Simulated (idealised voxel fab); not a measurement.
process module | voxel wiring stack
cross-section cut | 175 nm wide | cells 5 nm
A cross-section is a grid of square cells, given in bands from the top down. A band is one or more rows of cells.
Each band's line starts with the height of the band's top and of its bottom, in nm. Then come its materials from left to right, each with its width in nm. One material with "throughout" fills the band from edge to edge. "air" is empty space.
Height 0 is the level under which the wafer as received is all one material. The lowest band goes on downwards, as in "0 down".
A width such as "30 to 40" changes by the same amount from each row of cells to the next, from the band's top row to its bottom row.
"no change" after a step means that no cell of the cross-section changed.
closed voids: empty space of 8 cells or more with no open way to the top, each as width x height at its distance from the left edge, in nm
after a step's settings: what the simulator itself notes on the step
overlay nm, on a step with a mask: how far to the right of its planned place the mask lay; to the left if negative
plan
1 op RECEIVE | material Si
2 op CONFORMAL_DEP | material SiO2 | thk nm 15
3 op DIRECTIONAL_DEP | material TiN | thk nm 5
4 op DIRECTIONAL_DEP | material Ru | thk nm 25
5 op DIRECTIONAL_DEP | material aC | thk nm 15
6 op PATTERN | tone cover | mask id METAL_1 | material resist | width nm 30 | pitch nm 50 | thk nm 30 | overlay nm 0
7 op DIRECTIONAL_ETCH | etch materials aC | depth nm 15
8 op STRIP | etch materials resist
9 op DIRECTIONAL_ETCH | etch materials Ru | depth nm 25
10 op DIRECTIONAL_ETCH | etch materials TiN | depth nm 5
11 op STRIP | etch materials aC
12 op FILL_DEP | material lowk | thk nm 10
13 op CMP | height nm 45
14 op CONFORMAL_DEP | material SiCN | thk nm 5
15 op DIRECTIONAL_DEP | material SiO2 | thk nm 30
16 op MASKED_ETCH | tone open | mask id METAL_2 | width nm 30 | pitch nm 50 | etch materials SiO2 | depth nm 15 | overlay nm 0
17 op PATTERN | tone open | mask id METAL_2_HOLES | material resist | width nm 15 | pitch nm 50 | thk nm 20 | overlay nm 0
18 op DIRECTIONAL_ETCH | etch materials SiO2 | depth nm 15
19 op DIRECTIONAL_ETCH | etch materials SiCN | depth nm 5
20 op STRIP | etch materials resist
21 op CONFORMAL_DEP | material TiN | thk nm 5
22 op FILL_DEP | material Ru | thk nm 10
23 op CMP | height nm 80
24 op CONFORMAL_DEP | material SiCN | thk nm 5
25 op DIRECTIONAL_DEP | material lowk | thk nm 10
26 op PATTERN | tone open | mask id PLUG_2 | material resist | width nm 15 | thk nm 20 | overlay nm 0
27 op DIRECTIONAL_ETCH | etch materials lowk | depth nm 10
28 op DIRECTIONAL_ETCH | etch materials SiCN | depth nm 5
29 op STRIP | etch materials resist
30 op EPI | material Ru | thk nm 10
31 op EPI | material Ru | thk nm 5
32 op DIRECTIONAL_DEP | material TiN | thk nm 5
33 op DIRECTIONAL_DEP | material Ru | thk nm 20
34 op DIRECTIONAL_DEP | material aC | thk nm 10
35 op PATTERN | tone cover | mask id METAL_3 | material resist | width nm 30 | pitch nm 50 | thk nm 30 | overlay nm 0
36 op DIRECTIONAL_ETCH | etch materials aC | depth nm 10
37 op STRIP | etch materials resist
38 op DIRECTIONAL_ETCH | etch materials Ru | depth nm 20
39 op DIRECTIONAL_ETCH | etch materials TiN | depth nm 5
40 op STRIP | etch materials aC
41 op FILL_DEP | material lowk | thk nm 5
42 op CMP | height nm 120
43 op CONFORMAL_DEP | material SiCN | thk nm 5
first wafer, as planned
as received, after step 1
  0 down: Si throughout
  closed voids: none
after step 2
  15 to 0: SiO2 throughout
  below 0: unchanged
after step 3
  20 to 15: TiN throughout
  below 15: unchanged
after step 4
  45 to 20: Ru throughout
  below 20: unchanged
after step 5
  60 to 45: aC throughout
  below 45: unchanged
after step 6
  90 to 60: air 45 | resist 30 | air 20 | resist 30 | air 50
  below 60: unchanged
after step 7
  75 to 60: air 45 | resist 30 | air 20 | resist 30 | air 50
  60 to 45: air 45 | aC 30 | air 20 | aC 30 | air 50
  below 45: unchanged
after step 8
  60 to 45: air 45 | aC 30 | air 20 | aC 30 | air 50
  below 45: unchanged
after step 9
  60 to 45: air 45 | aC 30 | air 20 | aC 30 | air 50
  45 to 20: air 45 | Ru 30 | air 20 | Ru 30 | air 50
  below 20: unchanged
after step 10
  60 to 45: air 45 | aC 30 | air 20 | aC 30 | air 50
  45 to 20: air 45 | Ru 30 | air 20 | Ru 30 | air 50
  20 to 15: air 45 | TiN 30 | air 20 | TiN 30 | air 50
  below 15: unchanged
after step 11
  45 to 20: air 45 | Ru 30 | air 20 | Ru 30 | air 50
  below 20: unchanged
after step 12
  55 to 45: lowk throughout
  45 to 20: lowk 45 | Ru 30 | lowk 20 | Ru 30 | lowk 50
  20 to 15: lowk 45 | TiN 30 | lowk 20 | TiN 30 | lowk 50
  below 15: unchanged
after step 13
  45 to 20: lowk 45 | Ru 30 | lowk 20 | Ru 30 | lowk 50
  below 20: unchanged
after step 14
  50 to 45: SiCN throughout
  below 45: unchanged
after step 15
  80 to 50: SiO2 throughout
  below 50: unchanged
after step 16
  80 to 65: SiO2 45 | air 30 | SiO2 20 | air 30 | SiO2 50
  below 65: unchanged
after step 17
  100 to 80: resist 45 | air 15 | resist 35 | air 15 | resist 65
  80 to 65: SiO2 45 | air 15 | resist 15 | SiO2 20 | air 15 | resist 15 | SiO2 50
  below 65: unchanged
after step 18
  100 to 80: resist 45 | air 15 | resist 35 | air 15 | resist 65
  80 to 65: SiO2 45 | air 15 | resist 15 | SiO2 20 | air 15 | resist 15 | SiO2 50
  65 to 50: SiO2 45 | air 15 | SiO2 35 | air 15 | SiO2 65
  below 50: unchanged
after step 19
  100 to 80: resist 45 | air 15 | resist 35 | air 15 | resist 65
  80 to 65: SiO2 45 | air 15 | resist 15 | SiO2 20 | air 15 | resist 15 | SiO2 50
  65 to 50: SiO2 45 | air 15 | SiO2 35 | air 15 | SiO2 65
  50 to 45: SiCN 45 | air 15 | SiCN 35 | air 15 | SiCN 65
  below 45: unchanged
after step 20
  80 to 65: SiO2 45 | air 30 | SiO2 20 | air 30 | SiO2 50
  below 65: unchanged
after step 21
  85 to 80: TiN 50 | air 20 | TiN 30 | air 20 | TiN 55
  80 to 70: SiO2 45 | TiN 5 | air 20 | TiN 5 | SiO2 20 | TiN 5 | air 20 | TiN 5 | SiO2 50
  70 to 65: SiO2 45 | TiN 5 | air 5 | TiN 20 | SiO2 20 | TiN 5 | air 5 | TiN 20 | SiO2 50
  65 to 50: SiO2 45 | TiN 5 | air 5 | TiN 5 | SiO2 35 | TiN 5 | air 5 | TiN 5 | SiO2 65
  50 to 45: SiCN 45 | TiN 15 | SiCN 35 | TiN 15 | SiCN 65
  below 45: unchanged
after step 22
  95 to 85: Ru throughout
  85 to 80: TiN 50 | Ru 20 | TiN 30 | Ru 20 | TiN 55
  80 to 70: SiO2 45 | TiN 5 | Ru 20 | TiN 5 | SiO2 20 | TiN 5 | Ru 20 | TiN 5 | SiO2 50
  70 to 65: SiO2 45 | TiN 5 | Ru 5 | TiN 20 | SiO2 20 | TiN 5 | Ru 5 | TiN 20 | SiO2 50
  65 to 50: SiO2 45 | TiN 5 | Ru 5 | TiN 5 | SiO2 35 | TiN 5 | Ru 5 | TiN 5 | SiO2 65
  below 50: unchanged
after step 23
  80 to 70: SiO2 45 | TiN 5 | Ru 20 | TiN 5 | SiO2 20 | TiN 5 | Ru 20 | TiN 5 | SiO2 50
  below 70: unchanged
after step 24
  85 to 80: SiCN throughout
  below 80: unchanged
after step 25
  95 to 85: lowk throughout
  below 85: unchanged
after step 26
  115 to 95: resist 45 | air 15 | resist 115
  below 95: unchanged
after step 27
  115 to 95: resist 45 | air 15 | resist 115
  95 to 85: lowk 45 | air 15 | lowk 115
  below 85: unchanged
after step 28
  115 to 95: resist 45 | air 15 | resist 115
  95 to 85: lowk 45 | air 15 | lowk 115
  85 to 80: SiCN 45 | air 15 | SiCN 115
  below 80: unchanged
after step 29
  95 to 85: lowk 45 | air 15 | lowk 115
  below 85: unchanged
after step 30
  95 to 90: lowk 45 | air 15 | lowk 115
  90 to 85: lowk 45 | Ru 15 | lowk 115
  85 to 80: SiCN 45 | Ru 15 | SiCN 115
  below 80: unchanged
after step 31
  95 to 85: lowk 45 | Ru 15 | lowk 115
  below 85: unchanged
after step 32
  100 to 95: TiN throughout
  below 95: unchanged
after step 33
  120 to 100: Ru throughout
  below 100: unchanged
after step 34
  130 to 120: aC throughout
  below 120: unchanged
after step 35
  160 to 130: air 45 | resist 30 | air 20 | resist 30 | air 50
  below 130: unchanged
after step 36
  150 to 130: air 45 | resist 30 | air 20 | resist 30 | air 50
  130 to 120: air 45 | aC 30 | air 20 | aC 30 | air 50
  below 120: unchanged
after step 37
  130 to 120: air 45 | aC 30 | air 20 | aC 30 | air 50
  below 120: unchanged
after step 38
  130 to 120: air 45 | aC 30 | air 20 | aC 30 | air 50
  120 to 100: air 45 | Ru 30 | air 20 | Ru 30 | air 50
  below 100: unchanged
after step 39
  130 to 120: air 45 | aC 30 | air 20 | aC 30 | air 50
  120 to 100: air 45 | Ru 30 | air 20 | Ru 30 | air 50
  100 to 95: air 45 | TiN 30 | air 20 | TiN 30 | air 50
  below 95: unchanged
after step 40
  120 to 100: air 45 | Ru 30 | air 20 | Ru 30 | air 50
  below 100: unchanged
after step 41
  125 to 120: lowk throughout
  120 to 100: lowk 45 | Ru 30 | lowk 20 | Ru 30 | lowk 50
  100 to 95: lowk 45 | TiN 30 | lowk 20 | TiN 30 | lowk 50
  below 95: unchanged
after step 42
  120 to 100: lowk 45 | Ru 30 | lowk 20 | Ru 30 | lowk 50
  below 100: unchanged
after step 43
  125 to 120: SiCN throughout
  below 120: unchanged
second wafer: like start, like plan, one mistake. Through step 15 it matches the first wafer
when step 16 should have ended
  80 to 65: SiO2 45 | air 35 | SiO2 15 | air 35 | SiO2 45
  below 65: unchanged
when step 17 should have ended
  100 to 80: resist 45 | air 15 | resist 35 | air 15 | resist 65
  80 to 65: SiO2 45 | air 15 | resist 20 | SiO2 15 | air 15 | resist 20 | SiO2 45
  below 65: unchanged
when step 18 should have ended
  100 to 80: resist 45 | air 15 | resist 35 | air 15 | resist 65
  80 to 65: SiO2 45 | air 15 | resist 20 | SiO2 15 | air 15 | resist 20 | SiO2 45
  65 to 50: SiO2 45 | air 15 | SiO2 35 | air 15 | SiO2 65
  below 50: unchanged
when step 19 should have ended
  100 to 80: resist 45 | air 15 | resist 35 | air 15 | resist 65
  80 to 65: SiO2 45 | air 15 | resist 20 | SiO2 15 | air 15 | resist 20 | SiO2 45
  65 to 50: SiO2 45 | air 15 | SiO2 35 | air 15 | SiO2 65
  50 to 45: SiCN 45 | air 15 | SiCN 35 | air 15 | SiCN 65
  below 45: unchanged
when step 20 should have ended
  80 to 65: SiO2 45 | air 35 | SiO2 15 | air 35 | SiO2 45
  below 65: unchanged
when step 21 should have ended
  85 to 80: TiN 50 | air 25 | TiN 25 | air 25 | TiN 50
  80 to 70: SiO2 45 | TiN 5 | air 25 | TiN 5 | SiO2 15 | TiN 5 | air 25 | TiN 5 | SiO2 45
  70 to 65: SiO2 45 | TiN 5 | air 5 | TiN 25 | SiO2 15 | TiN 5 | air 5 | TiN 25 | SiO2 45
  65 to 50: SiO2 45 | TiN 5 | air 5 | TiN 5 | SiO2 35 | TiN 5 | air 5 | TiN 5 | SiO2 65
  50 to 45: SiCN 45 | TiN 15 | SiCN 35 | TiN 15 | SiCN 65
  below 45: unchanged
when step 22 should have ended
  95 to 85: Ru throughout
  85 to 80: TiN 50 | Ru 25 | TiN 25 | Ru 25 | TiN 50
  80 to 70: SiO2 45 | TiN 5 | Ru 25 | TiN 5 | SiO2 15 | TiN 5 | Ru 25 | TiN 5 | SiO2 45
  70 to 65: SiO2 45 | TiN 5 | Ru 5 | TiN 25 | SiO2 15 | TiN 5 | Ru 5 | TiN 25 | SiO2 45
  65 to 50: SiO2 45 | TiN 5 | Ru 5 | TiN 5 | SiO2 35 | TiN 5 | Ru 5 | TiN 5 | SiO2 65
  below 50: unchanged
when step 23 should have ended
  80 to 70: SiO2 45 | TiN 5 | Ru 25 | TiN 5 | SiO2 15 | TiN 5 | Ru 25 | TiN 5 | SiO2 45
  below 70: unchanged
when step 24 should have ended
  85 to 80: SiCN throughout
  below 80: unchanged
when step 25 should have ended
  95 to 85: lowk throughout
  below 85: unchanged
when step 26 should have ended
  115 to 95: resist 45 | air 15 | resist 115
  below 95: unchanged
when step 27 should have ended
  115 to 95: resist 45 | air 15 | resist 115
  95 to 85: lowk 45 | air 15 | lowk 115
  below 85: unchanged
when step 28 should have ended
  115 to 95: resist 45 | air 15 | resist 115
  95 to 85: lowk 45 | air 15 | lowk 115
  85 to 80: SiCN 45 | air 15 | SiCN 115
  below 80: unchanged
when step 29 should have ended
  95 to 85: lowk 45 | air 15 | lowk 115
  below 85: unchanged
when step 30 should have ended
  95 to 90: lowk 45 | air 15 | lowk 115
  90 to 85: lowk 45 | Ru 15 | lowk 115
  85 to 80: SiCN 45 | Ru 15 | SiCN 115
  below 80: unchanged
when step 31 should have ended
  95 to 85: lowk 45 | Ru 15 | lowk 115
  below 85: unchanged
when step 32 should have ended
  100 to 95: TiN throughout
  below 95: unchanged
when step 33 should have ended
  120 to 100: Ru throughout
  below 100: unchanged
when step 34 should have ended
  130 to 120: aC throughout
  below 120: unchanged
when step 35 should have ended
  160 to 130: air 45 | resist 30 | air 20 | resist 30 | air 50
  below 130: unchanged
when step 36 should have ended
  150 to 130: air 45 | resist 30 | air 20 | resist 30 | air 50
  130 to 120: air 45 | aC 30 | air 20 | aC 30 | air 50
  below 120: unchanged
when step 37 should have ended
  130 to 120: air 45 | aC 30 | air 20 | aC 30 | air 50
  below 120: unchanged
when step 38 should have ended
  130 to 120: air 45 | aC 30 | air 20 | aC 30 | air 50
  120 to 100: air 45 | Ru 30 | air 20 | Ru 30 | air 50
  below 100: unchanged
when step 39 should have ended
  130 to 120: air 45 | aC 30 | air 20 | aC 30 | air 50
  120 to 100: air 45 | Ru 30 | air 20 | Ru 30 | air 50
  100 to 95: air 45 | TiN 30 | air 20 | TiN 30 | air 50
  below 95: unchanged
when step 40 should have ended
  120 to 100: air 45 | Ru 30 | air 20 | Ru 30 | air 50
  below 100: unchanged
when step 41 should have ended
  125 to 120: lowk throughout
  120 to 100: lowk 45 | Ru 30 | lowk 20 | Ru 30 | lowk 50
  100 to 95: lowk 45 | TiN 30 | lowk 20 | TiN 30 | lowk 50
  below 95: unchanged
when step 42 should have ended
  120 to 100: lowk 45 | Ru 30 | lowk 20 | Ru 30 | lowk 50
  below 100: unchanged
when step 43 should have ended
  125 to 120: SiCN throughout
  below 120: unchanged
what went wrong: step 16 ran as: op MASKED_ETCH | tone open | mask id METAL_2 | width nm 35 | pitch nm 50 | etch materials SiO2 | depth nm 15 | overlay nm 0
at the end the second wafer has, in cells: 4 more of Ru | 6 fewer of SiO2 | 2 more of TiN
